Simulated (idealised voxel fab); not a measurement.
The following is a process module called voxel spacer lines.
It is cross-section cut that appears here, measuring 185 nm in width, its square cells being 5 nm in size.
Just so we're on the same page, the cross-sections are grids of square cells, and they're listed out in bands top to bottom, each band one or more rows deep. Within each band entry, the heights of the top and of the bottom of the band appear first, in that order and in nm; the materials of the band then follow from left to right, each with its corresponding width in nm. The designation "throughout" on a single material indicates that it fills the band from edge to edge; the designation "empty" indicates empty space. Height reference: 0 = level under which incoming wafer is all one material. Lowest band: no bottom, runs on downward, e.g. "from 0 down". Top row gets the first number, bottom row gets the second, and each row in between changes by the same step: that is how a band width like "30->40" works. "no modification" (step): cross-section cells unchanged, all of them. Reported under the label "Enclosed void inventory" are the empty spaces having no open way to the top and comprising 8 cells or more; the notation for each is width x height at distance, in which the distance is measured from the left edge and all three values are in nm. The remark found on a step's line after its settings is issued by the simulator itself and pertains to that step. You can add "overlay nm" to a step's line. For a step with a mask, it describes how far the mask lay to the right of its planned position, and a negative number describes a lay to the left. Quick note on how to read the rest: it's all pairs. You get the cross-section before a process step and the one after, but the after one only goes down as far as the lowest band that changed. The step in between, with its settings, sits under the pair. Heads up, the pairs can come from different runs of this module on the same starting wafer, so don't assume a pair picks up from the one above unless its "State before step" entry says it does.

State before step:
- from 0 down = Si throughout
- Enclosed void inventory: none

Sectional View, Post-Process:
- from 10 to 0 = Al2O3 throughout
- Below 0, the layers are the same as they were.
- Enclosed void inventory: none
What step was run between the cross-section before it and the cross-section after it, both above? CONFORMAL_DEP [material Al2O3] [thk nm 10]

State before step: look at the pair above, its after cross-section is where this step starts.

Sectional View, Post-Process:
- from 20 to 10 = SiN throughout
- Below 10, the layers are the same as they were.
- Enclosed void inventory: none
What step was run between the cross-section before it and the cross-section after it, both above? DIRECTIONAL_DEP [material SiN] [thk nm 10]

State before step: look at the pair above, its after cross-section is where this step starts.

Sectional View, Post-Process:
- from 50 to 20 = polySi throughout
- Below 20, the layers are the same as they were.
- Enclosed void inventory: none
What step was run between the cross-section before it and the cross-section after it, both above? DIRECTIONAL_DEP [material polySi] [thk nm 30]

State before step: look at the pair above, its after cross-section is where this step starts.

Sectional View, Post-Process:
- from 90 to 50 = 20 of empty / 20 of resist / 40 of empty / 20 of resist / 40 of empty / 20 of resist / 25 of empty
- Below 50, the layers are the same as they were.
- Enclosed void inventory: none
What step was run between the cross-section before it and the cross-section after it, both above? PATTERN [tone cover] [mask id MANDREL] [material resist] [width nm 20] [pitch nm 60] [thk nm 40] [overlay nm 0]

State before step: look at the pair above, its after cross-section is where this step starts.

Sectional View, Post-Process:
- from 90 to 50 = 20 of empty / 20 of resist / 40 of empty / 20 of resist / 40 of empty / 20 of resist / 25 of empty
- from 50 to 20 = 20 of empty / 20 of polySi / 40 of empty / 20 of polySi / 40 of empty / 20 of polySi / 25 of empty
- Below 20, the layers are the same as they were.
- Enclosed void inventory: none
What step was run between the cross-section before it and the cross-section after it, both above? DIRECTIONAL_ETCH [etch materials polySi] [depth nm 30]

State before step: look at the pair above, its after cross-section is where this step starts.

Sectional View, Post-Process:
- from 50 to 20 = 20 of empty / 20 of polySi / 40 of empty / 20 of polySi / 40 of empty / 20 of polySi / 25 of empty
- Below 20, the layers are the same as they were.
- Enclosed void inventory: none
What step was run between the cross-section before it and the cross-section after it, both above? STRIP [etch materials resist]

State before step: look at the pair above, its after cross-section is where this step starts.

Sectional View, Post-Process:
- from 60 to 50 = 10 of empty / 40 of SiO2 / 20 of empty / 40 of SiO2 / 20 of empty / 40 of SiO2 / 15 of empty
- from 50 to 30 = 10 of empty / 10 of SiO2 / 20 of polySi / 10 of SiO2 / 20 of empty / 10 of SiO2 / 20 of polySi / 10 of SiO2 / 20 of empty / 10 of SiO2 / 20 of polySi / 10 of SiO2 / 15 of empty
- from 30 to 20 = 20 of SiO2 / 20 of polySi / 40 of SiO2 / 20 of polySi / 40 of SiO2 / 20 of polySi / 25 of SiO2
- Below 20, the layers are the same as they were.
- Enclosed void inventory: none
What step was run between the cross-section before it and the cross-section after it, both above? CONFORMAL_DEP [material SiO2] [thk nm 10]

State before step: look at the pair above, its after cross-section is where this step starts.

Sectional View, Post-Process:
- from 50 to 20 = 10 of empty / 10 of SiO2 / 20 of polySi / 10 of SiO2 / 20 of empty / 10 of SiO2 / 20 of polySi / 10 of SiO2 / 20 of empty / 10 of SiO2 / 20 of polySi / 10 of SiO2 / 15 of empty
- Below 20, the layers are the same as they were.
- Enclosed void inventory: none
What step was run between the cross-section before it and the cross-section after it, both above? DIRECTIONAL_ETCH [etch materials SiO2] [depth nm 10]

State before step: look at the pair above, its after cross-section is where this step starts.

Sectional View, Post-Process:
- from 50 to 20 = 10 of empty / 10 of SiO2 / 20 of empty / 10 of SiO2 / 20 of empty / 10 of SiO2 / 20 of empty / 10 of SiO2 / 20 of empty / 10 of SiO2 / 20 of empty / 10 of SiO2 / 15 of empty
- Below 20, the layers are the same as they were.
- Enclosed void inventory: none
What step was run between the cross-section before it and the cross-section after it, both above? STRIP [etch materials polySi]

State before step: look at the pair above, its after cross-section is where this step starts.

Sectional View, Post-Process:
- from 50 to 20 = 10 of empty / 10 of SiO2 / 20 of empty / 10 of SiO2 / 20 of empty / 10 of SiO2 / 20 of empty / 10 of SiO2 / 20 of empty / 10 of SiO2 / 20 of empty / 10 of SiO2 / 15 of empty
- from 20 to 10 = 10 of empty / 10 of SiN / 20 of empty / 10 of SiN / 20 of empty / 10 of SiN / 20 of empty / 10 of SiN / 20 of empty / 10 of SiN / 20 of empty / 10 of SiN / 15 of empty
- Below 10, the layers are the same as they were.
- Enclosed void inventory: none
What step was run between the cross-section before it and the cross-section after it, both above? DIRECTIONAL_ETCH [etch materials SiN] [depth nm 10]

State before step: look at the pair above, its after cross-section is where this step starts.

Sectional View, Post-Process:
- from 20 to 10 = 10 of empty / 10 of SiN / 20 of empty / 10 of SiN / 20 of empty / 10 of SiN / 20 of empty / 10 of SiN / 20 of empty / 10 of SiN / 20 of empty / 10 of SiN / 15 of empty
- Below 10, the layers are the same as they were.
- Enclosed void inventory: none
What step was run between the cross-section before it and the cross-section after it, both above? STRIP [etch materials SiO2]

State before step:
- from 0 down = Si throughout
- Enclosed void inventory: none

Sectional View, Post-Process:
- from 10 to 0 = SiN throughout
- Below 0, the layers are the same as they were.
- Enclosed void inventory: none
What step was run between the cross-section before it and the cross-section after it, both above? DIRECTIONAL_DEP [material SiN] [thk nm 10]

State before step: look at the pair above, its after cross-section is where this step starts.

Sectional View, Post-Process:
- from 40 to 10 = polySi throughout
- Below 10, the layers are the same as they were.
- Enclosed void inventory: none
What step was run between the cross-section before it and the cross-section after it, both above? DIRECTIONAL_DEP [material polySi] [thk nm 30]

State before step: look at the pair above, its after cross-section is where this step starts.

Sectional View, Post-Process:
- from 80 to 40 = 20 of empty / 20 of resist / 40 of empty / 20 of resist / 40 of empty / 20 of resist / 25 of empty
- Below 40, the layers are the same as they were.
- Enclosed void inventory: none
What step was run between the cross-section before it and the cross-section after it, both above? PATTERN [tone cover] [mask id MANDREL] [material resist] [width nm 20] [pitch nm 60] [thk nm 40] [overlay nm 0]

State before step: look at the pair above, its after cross-section is where this step starts.

Sectional View, Post-Process:
- from 80 to 40 = 20 of empty / 20 of resist / 40 of empty / 20 of resist / 40 of empty / 20 of resist / 25 of empty
- from 40 to 10 = 20 of empty / 20 of polySi / 40 of empty / 20 of polySi / 40 of empty / 20 of polySi / 25 of empty
- Below 10, the layers are the same as they were.
- Enclosed void inventory: none
What step was run between the cross-section before it and the cross-section after it, both above? DIRECTIONAL_ETCH [etch materials polySi] [depth nm 30]

State before step: look at the pair above, its after cross-section is where this step starts.

Sectional View, Post-Process:
- from 40 to 10 = 20 of empty / 20 of polySi / 40 of empty / 20 of polySi / 40 of empty / 20 of polySi / 25 of empty
- Below 10, the layers are the same as they were.
- Enclosed void inventory: none
What step was run between the cross-section before it and the cross-section after it, both above? STRIP [etch materials resist]

State before step: look at the pair above, its after cross-section is where this step starts.

Sectional View, Post-Process:
- from 50 to 40 = 10 of empty / 40 of SiO2 / 20 of empty / 40 of SiO2 / 20 of empty / 40 of SiO2 / 15 of empty
- from 40 to 20 = 10 of empty / 10 of SiO2 / 20 of polySi / 10 of SiO2 / 20 of empty / 10 of SiO2 / 20 of polySi / 10 of SiO2 / 20 of empty / 10 of SiO2 / 20 of polySi / 10 of SiO2 / 15 of empty
- from 20 to 10 = 20 of SiO2 / 20 of polySi / 40 of SiO2 / 20 of polySi / 40 of SiO2 / 20 of polySi / 25 of SiO2
- Below 10, the layers are the same as they were.
- Enclosed void inventory: none
What step was run between the cross-section before it and the cross-section after it, both above? CONFORMAL_DEP [material SiO2] [thk nm 10]

State before step: look at the pair above, its after cross-section is where this step starts.

Sectional View, Post-Process:
- from 40 to 10 = 10 of empty / 10 of SiO2 / 20 of polySi / 10 of SiO2 / 20 of empty / 10 of SiO2 / 20 of polySi / 10 of SiO2 / 20 of empty / 10 of SiO2 / 20 of polySi / 10 of SiO2 / 15 of empty
- Below 10, the layers are the same as they were.
- Enclosed void inventory: none
What step was run between the cross-section before it and the cross-section after it, both above? DIRECTIONAL_ETCH [etch materials SiO2] [depth nm 10]

State before step: look at the pair above, its after cross-section is where this step starts.

Sectional View, Post-Process:
- from 40 to 10 = 10 of empty / 10 of SiO2 / 20 of empty / 10 of SiO2 / 20 of empty / 10 of SiO2 / 20 of empty / 10 of SiO2 / 20 of empty / 10 of SiO2 / 20 of empty / 10 of SiO2 / 15 of empty
- Below 10, the layers are the same as they were.
- Enclosed void inventory: none
What step was run between the cross-section before it and the cross-section after it, both above? STRIP [etch materials polySi]

State before step: look at the pair above, its after cross-section is where this step starts.

Sectional View, Post-Process:
- from 40 to 10 = 10 of empty / 10 of SiO2 / 20 of empty / 10 of SiO2 / 20 of empty / 10 of SiO2 / 20 of empty / 10 of SiO2 / 20 of empty / 10 of SiO2 / 20 of empty / 10 of SiO2 / 15 of empty
- from 10 to 0 = 10 of empty / 10 of SiN / 20 of empty / 10 of SiN / 20 of empty / 10 of SiN / 20 of empty / 10 of SiN / 20 of empty / 10 of SiN / 20 of empty / 10 of SiN / 15 of empty
- Below 0, the layers are the same as they were.
- Enclosed void inventory: none
What step was run between the cross-section before it and the cross-section after it, both above? DIRECTIONAL_ETCH [etch materials SiN] [depth nm 10]

State before step: look at the pair above, its after cross-section is where this step starts.

Sectional View, Post-Process:
- from 10 to 0 = 10 of empty / 10 of SiN / 20 of empty / 10 of SiN / 20 of empty / 10 of SiN / 20 of empty / 10 of SiN / 20 of empty / 10 of SiN / 20 of empty / 10 of SiN / 15 of empty
- Below 0, the layers are the same as they were.
- Enclosed void inventory: none
What step was run between the cross-section before it and the cross-section after it, both above? STRIP [etch materials SiO2]

State before step:
- from 50 to 20 = 10 of empty / 10 of SiO2 / 20 of polySi / 10 of SiO2 / 20 of empty / 10 of SiO2 / 20 of polySi / 10 of SiO2 / 20 of empty / 10 of SiO2 / 20 of polySi / 10 of SiO2 / 15 of empty
- from 20 to 10 = SiN throughout
- from 10 to 0 = Al2O3 throughout
- from 0 down = Si throughout
- Enclosed void inventory: none

Sectional View, Post-Process:
- from 50 to 40 = 20 of empty / 20 of polySi / 40 of empty / 20 of polySi / 40 of empty / 20 of polySi / 25 of empty
- Below 40, the layers are the same as they were.
- Enclosed void inventory: none
What step was run between the cross-section before it and the cross-section after it, both above? DIRECTIONAL_ETCH [etch materials SiO2] [depth nm 10]

State before step: look at the pair above, its after cross-section is where this step starts.

Sectional View, Post-Process:
- from 40 to 20 = 10 of empty / 10 of SiO2 / 20 of empty / 10 of SiO2 / 20 of empty / 10 of SiO2 / 20 of empty / 10 of SiO2 / 20 of empty / 10 of SiO2 / 20 of empty / 10 of SiO2 / 15 of empty
- Below 20, the layers are the same as they were.
- Enclosed void inventory: none
What step was run between the cross-section before it and the cross-section after it, both above? STRIP [etch materials polySi]

State before step: look at the pair above, its after cross-section is where this step starts.

Sectional View, Post-Process:
- from 40 to 20 = 10 of empty / 10 of SiO2 / 20 of empty / 10 of SiO2 / 20 of empty / 10 of SiO2 / 20 of empty / 10 of SiO2 / 20 of empty / 10 of SiO2 / 20 of empty / 10 of SiO2 / 15 of empty
- from 20 to 10 = 10 of empty / 10 of SiN / 20 of empty / 10 of SiN / 20 of empty / 10 of SiN / 20 of empty / 10 of SiN / 20 of empty / 10 of SiN / 20 of empty / 10 of SiN / 15 of empty
- Below 10, the layers are the same as they were.
- Enclosed void inventory: none
What step was run between the cross-section before it and the cross-section after it, both above? DIRECTIONAL_ETCH [etch materials SiN] [depth nm 10]

State before step: look at the pair above, its after cross-section is where this step starts.

Sectional View, Post-Process:
- from 20 to 10 = 10 of empty / 10 of SiN / 20 of empty / 10 of SiN / 20 of empty / 10 of SiN / 20 of empty / 10 of SiN / 20 of empty / 10 of SiN / 20 of empty / 10 of SiN / 15 of empty
- Below 10, the layers are the same as they were.
- Enclosed void inventory: none
What step was run between the cross-section before it and the cross-section after it, both above? STRIP [etch materials SiO2]

State before step:
- from 50 to 20 = 10 of empty / 10 of SiO2 / 20 of polySi / 10 of SiO2 / 20 of empty / 10 of SiO2 / 20 of polySi / 10 of SiO2 / 20 of empty / 10 of SiO2 / 20 of polySi / 10 of SiO2 / 15 of empty
- from 20 to 10 = SiN throughout
- from 10 to 0 = Al2O3 throughout
- from 0 down = Si throughout
- Enclosed void inventory: none

Sectional View, Post-Process:
- from 50 to 20 = 10 of empty / 10 of SiO2 / 20 of polySi / 10 of SiO2 / 20 of empty / 10 of SiO2 / 20 of polySi / 10 of SiO2 / 20 of empty / 10 of SiO2 / 20 of polySi / 10 of SiO2 / 15 of empty
- from 20 to 10 = 10 of empty / 40 of SiN / 20 of empty / 40 of SiN / 20 of empty / 40 of SiN / 15 of empty
- Below 10, the layers are the same as they were.
- Enclosed void inventory: none
What step was run between the cross-section before it and the cross-section after it, both above? DIRECTIONAL_ETCH [etch materials SiN] [depth nm 10]

State before step: look at the pair above, its after cross-section is where this step starts.

Sectional View, Post-Process:
- from 50 to 20 = 10 of empty / 10 of SiO2 / 20 of empty / 10 of SiO2 / 20 of empty / 10 of SiO2 / 20 of empty / 10 of SiO2 / 20 of empty / 10 of SiO2 / 20 of empty / 10 of SiO2 / 15 of empty
- Below 20, the layers are the same as they were.
- Enclosed void inventory: none
What step was run between the cross-section before it and the cross-section after it, both above? STRIP [etch materials polySi]

State before step: look at the pair above, its after cross-section is where this step starts.

Sectional View, Post-Process:
- from 20 to 10 = 10 of empty / 40 of SiN / 20 of empty / 40 of SiN / 20 of empty / 40 of SiN / 15 of empty
- Below 10, the layers are the same as they were.
- Enclosed void inventory: none
What step was run between the cross-section before it and the cross-section after it, both above? STRIP [etch materials SiO2]

State before step:
- from 0 down = Si throughout
- Enclosed void inventory: none

Sectional View, Post-Process:
- from 15 to 0 = Al2O3 throughout
- Below 0, the layers are the same as they were.
- Enclosed void inventory: none
What step was run between the cross-section before it and the cross-section after it, both above? CONFORMAL_DEP [material Al2O3] [thk nm 15]

State before step: look at the pair above, its after cross-section is where this step starts.

Sectional View, Post-Process:
- from 25 to 15 = SiN throughout
- Below 15, the layers are the same as they were.
- Enclosed void inventory: none
What step was run between the cross-section before it and the cross-section after it, both above? DIRECTIONAL_DEP [material SiN] [thk nm 10]

State before step: look at the pair above, its after cross-section is where this step starts.

Sectional View, Post-Process:
- from 55 to 25 = polySi throughout
- Below 25, the layers are the same as they were.
- Enclosed void inventory: none
What step was run between the cross-section before it and the cross-section after it, both above? DIRECTIONAL_DEP [material polySi] [thk nm 30]

State before step: look at the pair above, its after cross-section is where this step starts.

Sectional View, Post-Process:
- from 95 to 55 = 20 of empty / 20 of resist / 40 of empty / 20 of resist / 40 of empty / 20 of resist / 25 of empty
- Below 55, the layers are the same as they were.
- Enclosed void inventory: none
What step was run between the cross-section before it and the cross-section after it, both above? PATTERN [tone cover] [mask id MANDREL] [material resist] [width nm 20] [pitch nm 60] [thk nm 40] [overlay nm 0]

State before step: look at the pair above, its after cross-section is where this step starts.

Sectional View, Post-Process:
- from 95 to 55 = 20 of empty / 20 of resist / 40 of empty / 20 of resist / 40 of empty / 20 of resist / 25 of empty
- from 55 to 25 = 20 of empty / 20 of polySi / 40 of empty / 20 of polySi / 40 of empty / 20 of polySi / 25 of empty
- Below 25, the layers are the same as they were.
- Enclosed void inventory: none
What step was run between the cross-section before it and the cross-section after it, both above? DIRECTIONAL_ETCH [etch materials polySi] [depth nm 30]

State before step: look at the pair above, its after cross-section is where this step starts.

Sectional View, Post-Process:
- from 55 to 25 = 20 of empty / 20 of polySi / 40 of empty / 20 of polySi / 40 of empty / 20 of polySi / 25 of empty
- Below 25, the layers are the same as they were.
- Enclosed void inventory: none
What step was run between the cross-section before it and the cross-section after it, both above? STRIP [etch materials resist]

State before step: look at the pair above, its after cross-section is where this step starts.

Sectional View, Post-Process:
- from 65 to 55 = 10 of empty / 40 of SiO2 / 20 of empty / 40 of SiO2 / 20 of empty / 40 of SiO2 / 15 of empty
- from 55 to 35 = 10 of empty / 10 of SiO2 / 20 of polySi / 10 of SiO2 / 20 of empty / 10 of SiO2 / 20 of polySi / 10 of SiO2 / 20 of empty / 10 of SiO2 / 20 of polySi / 10 of SiO2 / 15 of empty
- from 35 to 25 = 20 of SiO2 / 20 of polySi / 40 of SiO2 / 20 of polySi / 40 of SiO2 / 20 of polySi / 25 of SiO2
- Below 25, the layers are the same as they were.
- Enclosed void inventory: none
What step was run between the cross-section before it and the cross-section after it, both above? CONFORMAL_DEP [material SiO2] [thk nm 10]

State before step: look at the pair above, its after cross-section is where this step starts.

Sectional View, Post-Process:
- from 55 to 25 = 10 of empty / 10 of SiO2 / 20 of polySi / 10 of SiO2 / 20 of empty / 10 of SiO2 / 20 of polySi / 10 of SiO2 / 20 of empty / 10 of SiO2 / 20 of polySi / 10 of SiO2 / 15 of empty
- Below 25, the layers are the same as they were.
- Enclosed void inventory: none
What step was run between the cross-section before it and the cross-section after it, both above? DIRECTIONAL_ETCH [etch materials SiO2] [depth nm 10]

State before step: look at the pair above, its after cross-section is where this step starts.

Sectional View, Post-Process:
- from 55 to 25 = 10 of empty / 10 of SiO2 / 20 of empty / 10 of SiO2 / 20 of empty / 10 of SiO2 / 20 of empty / 10 of SiO2 / 20 of empty / 10 of SiO2 / 20 of empty / 10 of SiO2 / 15 of empty
- Below 25, the layers are the same as they were.
- Enclosed void inventory: none
What step was run between the cross-section before it and the cross-section after it, both above? STRIP [etch materials polySi]

State before step: look at the pair above, its after cross-section is where this step starts.

Sectional View, Post-Process:
- from 55 to 25 = 10 of empty / 10 of SiO2 / 20 of empty / 10 of SiO2 / 20 of empty / 10 of SiO2 / 20 of empty / 10 of SiO2 / 20 of empty / 10 of SiO2 / 20 of empty / 10 of SiO2 / 15 of empty
- from 25 to 15 = 10 of empty / 10 of SiN / 20 of empty / 10 of SiN / 20 of empty / 10 of SiN / 20 of empty / 10 of SiN / 20 of empty / 10 of SiN / 20 of empty / 10 of SiN / 15 of empty
- Below 15, the layers are the same as they were.
- Enclosed void inventory: none
What step was run between the cross-section before it and the cross-section after it, both above? DIRECTIONAL_ETCH [etch materials SiN] [depth nm 10]

State before step: look at the pair above, its after cross-section is where this step starts.

Sectional View, Post-Process:
- from 25 to 15 = 10 of empty / 10 of SiN / 20 of empty / 10 of SiN / 20 of empty / 10 of SiN / 20 of empty / 10 of SiN / 20 of empty / 10 of SiN / 20 of empty / 10 of SiN / 15 of empty
- Below 15, the layers are the same as they were.
- Enclosed void inventory: none
What step was run between the cross-section before it and the cross-section after it, both above? STRIP [etch materials SiO2]

State before step:
- from 50 to 20 = polySi throughout
- from 20 to 10 = SiN throughout
- from 10 to 0 = Al2O3 throughout
- from 0 down = Si throughout
- Enclosed void inventory: none

Sectional View, Post-Process:
- from 90 to 50 = 20 of empty / 25 of resist / 35 of empty / 25 of resist / 35 of empty / 25 of resist / 20 of empty
- Below 50, the layers are the same as they were.
- Enclosed void inventory: none
What step was run between the cross-section before it and the cross-section after it, both above? PATTERN [tone cover] [mask id MANDREL] [material resist] [width nm 25] [pitch nm 60] [thk nm 40] [overlay nm 0]

State before step: look at the pair above, its after cross-section is where this step starts.

Sectional View, Post-Process:
- from 90 to 50 = 20 of empty / 25 of resist / 35 of empty / 25 of resist / 35 of empty / 25 of resist / 20 of empty
- from 50 to 20 = 20 of empty / 25 of polySi / 35 of empty / 25 of polySi / 35 of empty / 25 of polySi / 20 of empty
- Below 20, the layers are the same as they were.
- Enclosed void inventory: none
What step was run between the cross-section before it and the cross-section after it, both above? DIRECTIONAL_ETCH [etch materials polySi] [depth nm 30]

State before step: look at the pair above, its after cross-section is where this step starts.

Sectional View, Post-Process:
- from 50 to 20 = 20 of empty / 25 of polySi / 35 of empty / 25 of polySi / 35 of empty / 25 of polySi / 20 of empty
- Below 20, the layers are the same as they were.
- Enclosed void inventory: none
What step was run between the cross-section before it and the cross-section after it, both above? STRIP [etch materials resist]

State before step: look at the pair above, its after cross-section is where this step starts.

Sectional View, Post-Process:
- from 60 to 50 = 10 of empty / 45 of SiO2 / 15 of empty / 45 of SiO2 / 15 of empty / 45 of SiO2 / 10 of empty
- from 50 to 30 = 10 of empty / 10 of SiO2 / 25 of polySi / 10 of SiO2 / 15 of empty / 10 of SiO2 / 25 of polySi / 10 of SiO2 / 15 of empty / 10 of SiO2 / 25 of polySi / 10 of SiO2 / 10 of empty
- from 30 to 20 = 20 of SiO2 / 25 of polySi / 35 of SiO2 / 25 of polySi / 35 of SiO2 / 25 of polySi / 20 of SiO2
- Below 20, the layers are the same as they were.
- Enclosed void inventory: none
What step was run between the cross-section before it and the cross-section after it, both above? CONFORMAL_DEP [material SiO2] [thk nm 10]

State before step: look at the pair above, its after cross-section is where this step starts.

Sectional View, Post-Process:
- from 50 to 20 = 10 of empty / 10 of SiO2 / 25 of polySi / 10 of SiO2 / 15 of empty / 10 of SiO2 / 25 of polySi / 10 of SiO2 / 15 of empty / 10 of SiO2 / 25 of polySi / 10 of SiO2 / 10 of empty
- Below 20, the layers are the same as they were.
- Enclosed void inventory: none
What step was run between the cross-section before it and the cross-section after it, both above? DIRECTIONAL_ETCH [etch materials SiO2] [depth nm 10]

State before step: look at the pair above, its after cross-section is where this step starts.

Sectional View, Post-Process:
- from 50 to 20 = 10 of empty / 10 of SiO2 / 25 of empty / 10 of SiO2 / 15 of empty / 10 of SiO2 / 25 of empty / 10 of SiO2 / 15 of empty / 10 of SiO2 / 25 of empty / 10 of SiO2 / 10 of empty
- Below 20, the layers are the same as they were.
- Enclosed void inventory: none
What step was run between the cross-section before it and the cross-section after it, both above? STRIP [etch materials polySi]

State before step: look at the pair above, its after cross-section is where this step starts.

Sectional View, Post-Process:
- from 50 to 20 = 10 of empty / 10 of SiO2 / 25 of empty / 10 of SiO2 / 15 of empty / 10 of SiO2 / 25 of empty / 10 of SiO2 / 15 of empty / 10 of SiO2 / 25 of empty / 10 of SiO2 / 10 of empty
- from 20 to 10 = 10 of empty / 10 of SiN / 25 of empty / 10 of SiN / 15 of empty / 10 of SiN / 25 of empty / 10 of SiN / 15 of empty / 10 of SiN / 25 of empty / 10 of SiN / 10 of empty
- Below 10, the layers are the same as they were.
- Enclosed void inventory: none
What step was run between the cross-section before it and the cross-section after it, both above? DIRECTIONAL_ETCH [etch materials SiN] [depth nm 10]

State before step: look at the pair above, its after cross-section is where this step starts.

Sectional View, Post-Process:
- from 20 to 10 = 10 of empty / 10 of SiN / 25 of empty / 10 of SiN / 15 of empty / 10 of SiN / 25 of empty / 10 of SiN / 15 of empty / 10 of SiN / 25 of empty / 10 of SiN / 10 of empty
- Below 10, the layers are the same as they were.
- Enclosed void inventory: none
What step was run between the cross-section before it and the cross-section after it, both above? STRIP [etch materials SiO2]

State before step:
- from 50 to 20 = polySi throughout
- from 20 to 10 = SiN throughout
- from 10 to 0 = Al2O3 throughout
- from 0 down = Si throughout
- Enclosed void inventory: none

Sectional View, Post-Process:
- from 90 to 50 = 25 of empty / 20 of resist / 40 of empty / 20 of resist / 40 of empty / 20 of resist / 20 of empty
- Below 50, the layers are the same as they were.
- Enclosed void inventory: none
What step was run between the cross-section before it and the cross-section after it, both above? PATTERN [tone cover] [mask id MANDREL] [material resist] [width nm 20] [pitch nm 60] [thk nm 40] [overlay nm 5]

State before step: look at the pair above, its after cross-section is where this step starts.

Sectional View, Post-Process:
- from 90 to 50 = 25 of empty / 20 of resist / 40 of empty / 20 of resist / 40 of empty / 20 of resist / 20 of empty
- from 50 to 20 = 25 of empty / 20 of polySi / 40 of empty / 20 of polySi / 40 of empty / 20 of polySi / 20 of empty
- Below 20, the layers are the same as they were.
- Enclosed void inventory: none
What step was run between the cross-section before it and the cross-section after it, both above? DIRECTIONAL_ETCH [etch materials polySi] [depth nm 30]

State before step: look at the pair above, its after cross-section is where this step starts.

Sectional View, Post-Process:
- from 50 to 20 = 25 of empty / 20 of polySi / 40 of empty / 20 of polySi / 40 of empty / 20 of polySi / 20 of empty
- Below 20, the layers are the same as they were.
- Enclosed void inventory: none
What step was run between the cross-section before it and the cross-section after it, both above? STRIP [etch materials resist]

State before step: look at the pair above, its after cross-section is where this step starts.

Sectional View, Post-Process:
- from 60 to 50 = 15 of empty / 40 of SiO2 / 20 of empty / 40 of SiO2 / 20 of empty / 40 of SiO2 / 10 of empty
- from 50 to 30 = 15 of empty / 10 of SiO2 / 20 of polySi / 10 of SiO2 / 20 of empty / 10 of SiO2 / 20 of polySi / 10 of SiO2 / 20 of empty / 10 of SiO2 / 20 of polySi / 10 of SiO2 / 10 of empty
- from 30 to 20 = 25 of SiO2 / 20 of polySi / 40 of SiO2 / 20 of polySi / 40 of SiO2 / 20 of polySi / 20 of SiO2
- Below 20, the layers are the same as they were.
- Enclosed void inventory: none
What step was run between the cross-section before it and the cross-section after it, both above? CONFORMAL_DEP [material SiO2] [thk nm 10]

State before step: look at the pair above, its after cross-section is where this step starts.

Sectional View, Post-Process:
- from 50 to 20 = 15 of empty / 10 of SiO2 / 20 of polySi / 10 of SiO2 / 20 of empty / 10 of SiO2 / 20 of polySi / 10 of SiO2 / 20 of empty / 10 of SiO2 / 20 of polySi / 10 of SiO2 / 10 of empty
- Below 20, the layers are the same as they were.
- Enclosed void inventory: none
What step was run between the cross-section before it and the cross-section after it, both above? DIRECTIONAL_ETCH [etch materials SiO2] [depth nm 10]

State before step: look at the pair above, its after cross-section is where this step starts.

Sectional View, Post-Process:
- from 50 to 20 = 15 of empty / 10 of SiO2 / 20 of empty / 10 of SiO2 / 20 of empty / 10 of SiO2 / 20 of empty / 10 of SiO2 / 20 of empty / 10 of SiO2 / 20 of empty / 10 of SiO2 / 10 of empty
- Below 20, the layers are the same as they were.
- Enclosed void inventory: none
What step was run between the cross-section before it and the cross-section after it, both above? STRIP [etch materials polySi]

State before step: look at the pair above, its after cross-section is where this step starts.

Sectional View, Post-Process:
- from 50 to 20 = 15 of empty / 10 of SiO2 / 20 of empty / 10 of SiO2 / 20 of empty / 10 of SiO2 / 20 of empty / 10 of SiO2 / 20 of empty / 10 of SiO2 / 20 of empty / 10 of SiO2 / 10 of empty
- from 20 to 10 = 15 of empty / 10 of SiN / 20 of empty / 10 of SiN / 20 of empty / 10 of SiN / 20 of empty / 10 of SiN / 20 of empty / 10 of SiN / 20 of empty / 10 of SiN / 10 of empty
- Below 10, the layers are the same as they were.
- Enclosed void inventory: none
What step was run between the cross-section before it and the cross-section after it, both above? DIRECTIONAL_ETCH [etch materials SiN] [depth nm 10]

State before step: look at the pair above, its after cross-section is where this step starts.

Sectional View, Post-Process:
- from 20 to 10 = 15 of empty / 10 of SiN / 20 of empty / 10 of SiN / 20 of empty / 10 of SiN / 20 of empty / 10 of SiN / 20 of empty / 10 of SiN / 20 of empty / 10 of SiN / 10 of empty
- Below 10, the layers are the same as they were.
- Enclosed void inventory: none
What step was run between the cross-section before it and the cross-section after it, both above? STRIP [etch materials SiO2]

State before step:
- from 20 to 10 = SiN throughout
- from 10 to 0 = Al2O3 throughout
- from 0 down = Si throughout
- Enclosed void inventory: none

Sectional View, Post-Process:
- from 50 to 20 = Al2O3 throughout
- Below 20, the layers are the same as they were.
- Enclosed void inventory: none
What step was run between the cross-section before it and the cross-section after it, both above? DIRECTIONAL_DEP [material Al2O3] [thk nm 30]

State before step: look at the pair above, its after cross-section is where this step starts.

Sectional View, Post-Process:
- from 90 to 50 = 20 of empty / 20 of resist / 40 of empty / 20 of resist / 40 of empty / 20 of resist / 25 of empty
- Below 50, the layers are the same as they were.
- Enclosed void inventory: none
What step was run between the cross-section before it and the cross-section after it, both above? PATTERN [tone cover] [mask id MANDREL] [material resist] [width nm 20] [pitch nm 60] [thk nm 40] [overlay nm 0]

State before step: look at the pair above, its after cross-section is where this step starts.

Sectional View, Post-Process:
- from 50 to 20 = Al2O3 throughout
- Below 20, the layers are the same as they were.
- Enclosed void inventory: none
What step was run between the cross-section before it and the cross-section after it, both above? STRIP [etch materials resist]

State before step: look at the pair above, its after cross-section is where this step starts.

Sectional View, Post-Process:
- from 60 to 50 = SiO2 throughout
- Below 50, the layers are the same as they were.
- Enclosed void inventory: none
What step was run between the cross-section before it and the cross-section after it, both above? CONFORMAL_DEP [material SiO2] [thk nm 10]

State before step: look at the pair above, its after cross-section is where this step starts.

Sectional View, Post-Process:
- from 50 to 20 = Al2O3 throughout
- Below 20, the layers are the same as they were.
- Enclosed void inventory: none
What step was run between the cross-section before it and the cross-section after it, both above? DIRECTIONAL_ETCH [etch materials SiO2] [depth nm 10]

State before step:
- from 50 to 20 = polySi throughout
- from 20 to 10 = SiN throughout
- from 10 to 0 = Al2O3 throughout
- from 0 down = Si throughout
- Enclosed void inventory: none

Sectional View, Post-Process:
- from 90 to 50 = 20 of resist / 20 of empty / 40 of resist / 20 of empty / 40 of resist / 20 of empty / 25 of resist
- Below 50, the layers are the same as they were.
- Enclosed void inventory: none
What step was run between the cross-section before it and the cross-section after it, both above? PATTERN [tone open] [mask id MANDREL] [material resist] [width nm 20] [pitch nm 60] [thk nm 40] [overlay nm 0]
